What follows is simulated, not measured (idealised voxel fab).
process module | voxel transistor to metal
cross-section cut | 160 nm wide | cells 5 nm
A cross-section is a grid of square cells, given in bands from the top down. A band is one or more rows of cells.
Each band's line starts with the height of the band's top and of its bottom, in nm. Then come its materials from left to right, each with its width in nm. One material with "throughout" fills the band from edge to edge. "air" is empty space.
Height 0 is the level under which the wafer as received is all one material. The lowest band goes on downwards, as in "0 down".
A width such as "30 to 40" changes by the same amount from each row of cells to the next, from the band's top row to its bottom row.
"no change" after a step means that no cell of the cross-section changed.
closed voids: empty space of 8 cells or more with no open way to the top, each as width x height at its distance from the left edge, in nm
after a step's settings: what the simulator itself notes on the step
overlay nm, on a step with a mask: how far to the right of its planned place the mask lay; to the left if negative
plan
1 op RECEIVE | material Si
2 op CONFORMAL_DEP | material SiO2 | thk nm 5
3 op CONFORMAL_DEP | material SiN | thk nm 10
4 op MASKED_ETCH | tone cover | mask id ACTIVE | width nm 110 | etch materials SiN | depth nm 10 | overlay nm 0
5 op MASKED_ETCH | tone cover | mask id ACTIVE | width nm 110 | etch materials SiO2 | depth nm 5 | overlay nm 0
6 op MASKED_ETCH | tone cover | mask id ACTIVE | width nm 110 | etch materials Si | depth nm 35 | overlay nm 0
7 op OXIDIZE | depth nm 5
8 op FILL_DEP | material SiO2 | thk nm 5
9 op CMP | height nm 15
10 op SELECTIVE_ETCH | etch materials SiO2 | depth nm 10
11 op STRIP | etch materials SiN
12 op SELECTIVE_ETCH | etch materials SiO2 | depth nm 5
13 op OXIDIZE | depth nm 5
14 op DIRECTIONAL_DEP | material polySi | thk nm 20
15 op DIRECTIONAL_DEP | material SiCN | thk nm 10
16 op MASKED_ETCH | tone cover | mask id GATE | width nm 20 | etch materials SiCN | depth nm 20 | overlay nm 0
17 op MASKED_ETCH | tone cover | mask id GATE | width nm 20 | etch materials polySi | depth nm 30 | overlay nm 0
18 op CONFORMAL_DEP | material SiN | thk nm 10
19 op DIRECTIONAL_ETCH | etch materials SiN | depth nm 10
20 op DIRECTIONAL_ETCH | etch materials SiO2 | depth nm 5
21 op DIRECTIONAL_ETCH | etch materials Si | depth nm 10
22 op EPI | material nSi | thk nm 10
23 op FILL_DEP | material SiO2 | thk nm 10
24 op CMP | height nm 30
25 op DIRECTIONAL_DEP | material SiO2 | thk nm 15
26 op MASKED_ETCH | tone open | mask id CONTACT | width nm 30 | pitch nm 60 | etch materials SiO2 | depth nm 50 | overlay nm 0
27 op CONFORMAL_DEP | material TiN | thk nm 5
28 op FILL_DEP | material W | thk nm 10
29 op CMP | height nm 45
30 op DIRECTIONAL_DEP | material TiN | thk nm 5
31 op DIRECTIONAL_DEP | material W | thk nm 25
32 op PATTERN | tone cover | mask id METAL_1 | material resist | width nm 20 | pitch nm 70 | thk nm 15 | overlay nm 0
33 op DIRECTIONAL_ETCH | etch materials W | depth nm 25
34 op DIRECTIONAL_ETCH | etch materials TiN | depth nm 5
35 op STRIP | etch materials resist
36 op CONFORMAL_DEP | material SiCN | thk nm 5
37 op FILL_DEP | material SiO2 | thk nm 5
38 op CMP | height nm 75
39 op CONFORMAL_DEP | material SiCN | thk nm 5
first wafer, as planned
as received, after step 1
  0 down: Si throughout
  closed voids: none
after step 2
  5 to 0: SiO2 throughout
  below 0: unchanged
after step 3
  15 to 5: SiN throughout
  below 5: unchanged
after step 4
  15 to 5: air 25 | SiN 110 | air 25
  below 5: unchanged
after step 5
  15 to 5: air 25 | SiN 110 | air 25
  5 to 0: air 25 | SiO2 110 | air 25
  below 0: unchanged
after step 6
  15 to 5: air 25 | SiN 110 | air 25
  5 to 0: air 25 | SiO2 110 | air 25
  0 to -35: air 25 | Si 110 | air 25
  below -35: unchanged
after step 7
  15 to 5: air 25 | SiN 110 | air 25
  5 to 0: air 25 | SiO2 110 | air 25
  0 to -35: air 25 | SiO2 5 | Si 100 | SiO2 5 | air 25
  -35 to -40: SiO2 30 | Si 100 | SiO2 30
  below -40: unchanged
after step 8
  20 to 15: SiO2 throughout
  15 to 5: SiO2 25 | SiN 110 | SiO2 25
  5 to 0: SiO2 throughout
  0 to -40: SiO2 30 | Si 100 | SiO2 30
  below -40: unchanged
after step 9
  15 to 5: SiO2 25 | SiN 110 | SiO2 25
  below 5: unchanged
after step 10
  15 to 5: air 25 | SiN 110 | air 25
  below 5: unchanged
after step 11
  5 to 0: SiO2 throughout
  below 0: unchanged
after step 12
  0 to -40: SiO2 30 | Si 100 | SiO2 30
  below -40: unchanged
after step 13
  0 to -5: SiO2 throughout
  below -5: unchanged
after step 14
  20 to 0: polySi throughout
  below 0: unchanged
after step 15
  30 to 20: SiCN throughout
  below 20: unchanged
after step 16
  30 to 20: air 70 | SiCN 20 | air 70
  below 20: unchanged
after step 17
  30 to 20: air 70 | SiCN 20 | air 70
  20 to 0: air 70 | polySi 20 | air 70
  below 0: unchanged
after step 18
  40 to 30: air 60 | SiN 40 | air 60
  30 to 20: air 60 | SiN 10 | SiCN 20 | SiN 10 | air 60
  20 to 10: air 60 | SiN 10 | polySi 20 | SiN 10 | air 60
  10 to 0: SiN 70 | polySi 20 | SiN 70
  below 0: unchanged
after step 19
  30 to 20: air 60 | SiN 10 | SiCN 20 | SiN 10 | air 60
  20 to 0: air 60 | SiN 10 | polySi 20 | SiN 10 | air 60
  below 0: unchanged
after step 20
  30 to 20: air 60 | SiN 10 | SiCN 20 | SiN 10 | air 60
  20 to 0: air 60 | SiN 10 | polySi 20 | SiN 10 | air 60
  0 to -5: air 60 | SiO2 40 | air 60
  below -5: unchanged
after step 21
  30 to 20: air 60 | SiN 10 | SiCN 20 | SiN 10 | air 60
  20 to 0: air 60 | SiN 10 | polySi 20 | SiN 10 | air 60
  0 to -5: air 60 | SiO2 40 | air 60
  -5 to -15: SiO2 30 | air 30 | Si 40 | air 30 | SiO2 30
  below -15: unchanged
after step 22
  30 to 20: air 60 | SiN 10 | SiCN 20 | SiN 10 | air 60
  20 to 5: air 60 | SiN 10 | polySi 20 | SiN 10 | air 60
  5 to 0: air 50 | nSi 10 | SiN 10 | polySi 20 | SiN 10 | nSi 10 | air 50
  0 to -5: air 50 | nSi 10 | SiO2 40 | nSi 10 | air 50
  -5 to -15: SiO2 30 | nSi 30 | Si 40 | nSi 30 | SiO2 30
  below -15: unchanged
after step 23
  40 to 30: SiO2 throughout
  30 to 20: SiO2 60 | SiN 10 | SiCN 20 | SiN 10 | SiO2 60
  20 to 5: SiO2 60 | SiN 10 | polySi 20 | SiN 10 | SiO2 60
  5 to 0: SiO2 50 | nSi 10 | SiN 10 | polySi 20 | SiN 10 | nSi 10 | SiO2 50
  0 to -5: SiO2 50 | nSi 10 | SiO2 40 | nSi 10 | SiO2 50
  below -5: unchanged
after step 24
  30 to 20: SiO2 60 | SiN 10 | SiCN 20 | SiN 10 | SiO2 60
  below 20: unchanged
after step 25
  45 to 30: SiO2 throughout
  below 30: unchanged
after step 26
  45 to 30: SiO2 35 | air 30 | SiO2 30 | air 30 | SiO2 35
  30 to 20: SiO2 35 | air 25 | SiN 10 | SiCN 20 | SiN 10 | air 25 | SiO2 35
  20 to 5: SiO2 35 | air 25 | SiN 10 | polySi 20 | SiN 10 | air 25 | SiO2 35
  5 to 0: SiO2 35 | air 15 | nSi 10 | SiN 10 | polySi 20 | SiN 10 | nSi 10 | air 15 | SiO2 35
  0 to -5: SiO2 35 | air 15 | nSi 10 | SiO2 40 | nSi 10 | air 15 | SiO2 35
  below -5: unchanged
after step 27
  50 to 45: TiN 40 | air 20 | TiN 40 | air 20 | TiN 40
  45 to 35: SiO2 35 | TiN 5 | air 20 | TiN 5 | SiO2 30 | TiN 5 | air 20 | TiN 5 | SiO2 35
  35 to 30: SiO2 35 | TiN 5 | air 15 | TiN 10 | SiO2 30 | TiN 10 | air 15 | TiN 5 | SiO2 35
  30 to 20: SiO2 35 | TiN 5 | air 15 | TiN 5 | SiN 10 | SiCN 20 | SiN 10 | TiN 5 | air 15 | TiN 5 | SiO2 35
  20 to 10: SiO2 35 | TiN 5 | air 15 | TiN 5 | SiN 10 | polySi 20 | SiN 10 | TiN 5 | air 15 | TiN 5 | SiO2 35
  10 to 5: SiO2 35 | TiN 5 | air 5 | TiN 15 | SiN 10 | polySi 20 | SiN 10 | TiN 15 | air 5 | TiN 5 | SiO2 35
  5 to 0: SiO2 35 | TiN 5 | air 5 | TiN 5 | nSi 10 | SiN 10 | polySi 20 | SiN 10 | nSi 10 | TiN 5 | air 5 | TiN 5 | SiO2 35
  0 to -5: SiO2 35 | TiN 15 | nSi 10 | SiO2 40 | nSi 10 | TiN 15 | SiO2 35
  below -5: unchanged
after step 28
  60 to 50: W throughout
  50 to 45: TiN 40 | W 20 | TiN 40 | W 20 | TiN 40
  45 to 35: SiO2 35 | TiN 5 | W 20 | TiN 5 | SiO2 30 | TiN 5 | W 20 | TiN 5 | SiO2 35
  35 to 30: SiO2 35 | TiN 5 | W 15 | TiN 10 | SiO2 30 | TiN 10 | W 15 | TiN 5 | SiO2 35
  30 to 20: SiO2 35 | TiN 5 | W 15 | TiN 5 | SiN 10 | SiCN 20 | SiN 10 | TiN 5 | W 15 | TiN 5 | SiO2 35
  20 to 10: SiO2 35 | TiN 5 | W 15 | TiN 5 | SiN 10 | polySi 20 | SiN 10 | TiN 5 | W 15 | TiN 5 | SiO2 35
  10 to 5: SiO2 35 | TiN 5 | W 5 | TiN 15 | SiN 10 | polySi 20 | SiN 10 | TiN 15 | W 5 | TiN 5 | SiO2 35
  5 to 0: SiO2 35 | TiN 5 | W 5 | TiN 5 | nSi 10 | SiN 10 | polySi 20 | SiN 10 | nSi 10 | TiN 5 | W 5 | TiN 5 | SiO2 35
  below 0: unchanged
after step 29
  45 to 35: SiO2 35 | TiN 5 | W 20 | TiN 5 | SiO2 30 | TiN 5 | W 20 | TiN 5 | SiO2 35
  below 35: unchanged
after step 30
  50 to 45: TiN throughout
  below 45: unchanged
after step 31
  75 to 50: W throughout
  below 50: unchanged
after step 32
  90 to 75: air 35 | resist 20 | air 50 | resist 20 | air 35
  below 75: unchanged
after step 33
  90 to 75: air 35 | resist 20 | air 50 | resist 20 | air 35
  75 to 50: air 35 | W 20 | air 50 | W 20 | air 35
  below 50: unchanged
after step 34
  90 to 75: air 35 | resist 20 | air 50 | resist 20 | air 35
  75 to 50: air 35 | W 20 | air 50 | W 20 | air 35
  50 to 45: air 35 | TiN 20 | air 50 | TiN 20 | air 35
  below 45: unchanged
after step 35
  75 to 50: air 35 | W 20 | air 50 | W 20 | air 35
  below 50: unchanged
after step 36
  80 to 75: air 30 | SiCN 30 | air 40 | SiCN 30 | air 30
  75 to 50: air 30 | SiCN 5 | W 20 | SiCN 5 | air 40 | SiCN 5 | W 20 | SiCN 5 | air 30
  50 to 45: SiCN 35 | TiN 20 | SiCN 50 | TiN 20 | SiCN 35
  below 45: unchanged
after step 37
  85 to 80: SiO2 throughout
  80 to 75: SiO2 30 | SiCN 30 | SiO2 40 | SiCN 30 | SiO2 30
  75 to 50: SiO2 30 | SiCN 5 | W 20 | SiCN 5 | SiO2 40 | SiCN 5 | W 20 | SiCN 5 | SiO2 30
  below 50: unchanged
after step 38
  75 to 50: SiO2 30 | SiCN 5 | W 20 | SiCN 5 | SiO2 40 | SiCN 5 | W 20 | SiCN 5 | SiO2 30
  below 50: unchanged
after step 39
  80 to 75: SiCN throughout
  below 75: unchanged
second wafer: like start, like plan, one mistake. Through step 28 it matches the first wafer
when step 29 should have ended: no change
when step 30 should have ended
  65 to 60: TiN throughout
  below 60: unchanged
when step 31 should have ended
  90 to 65: W throughout
  below 65: unchanged
when step 32 should have ended
  105 to 90: air 35 | resist 20 | air 50 | resist 20 | air 35
  below 90: unchanged
when step 33 should have ended
  105 to 90: air 35 | resist 20 | air 50 | resist 20 | air 35
  90 to 65: air 35 | W 20 | air 50 | W 20 | air 35
  below 65: unchanged
when step 34 should have ended
  105 to 90: air 35 | resist 20 | air 50 | resist 20 | air 35
  90 to 65: air 35 | W 20 | air 50 | W 20 | air 35
  65 to 60: air 35 | TiN 20 | air 50 | TiN 20 | air 35
  below 60: unchanged
when step 35 should have ended
  90 to 65: air 35 | W 20 | air 50 | W 20 | air 35
  below 65: unchanged
when step 36 should have ended
  95 to 90: air 30 | SiCN 30 | air 40 | SiCN 30 | air 30
  90 to 65: air 30 | SiCN 5 | W 20 | SiCN 5 | air 40 | SiCN 5 | W 20 | SiCN 5 | air 30
  65 to 60: SiCN 35 | TiN 20 | SiCN 50 | TiN 20 | SiCN 35
  below 60: unchanged
when step 37 should have ended
  100 to 95: SiO2 throughout
  95 to 90: SiO2 30 | SiCN 30 | SiO2 40 | SiCN 30 | SiO2 30
  90 to 65: SiO2 30 | SiCN 5 | W 20 | SiCN 5 | SiO2 40 | SiCN 5 | W 20 | SiCN 5 | SiO2 30
  below 65: unchanged
when step 38 should have ended
  75 to 65: SiO2 30 | SiCN 5 | W 20 | SiCN 5 | SiO2 40 | SiCN 5 | W 20 | SiCN 5 | SiO2 30
  below 65: unchanged
when step 39 should have ended
  80 to 75: SiCN throughout
  below 75: unchanged
what went wrong: step 29 was left out
at the end the second wafer has, in cells: 12 fewer of SiCN | 60 fewer of SiO2 | 24 more of TiN | 48 more of W
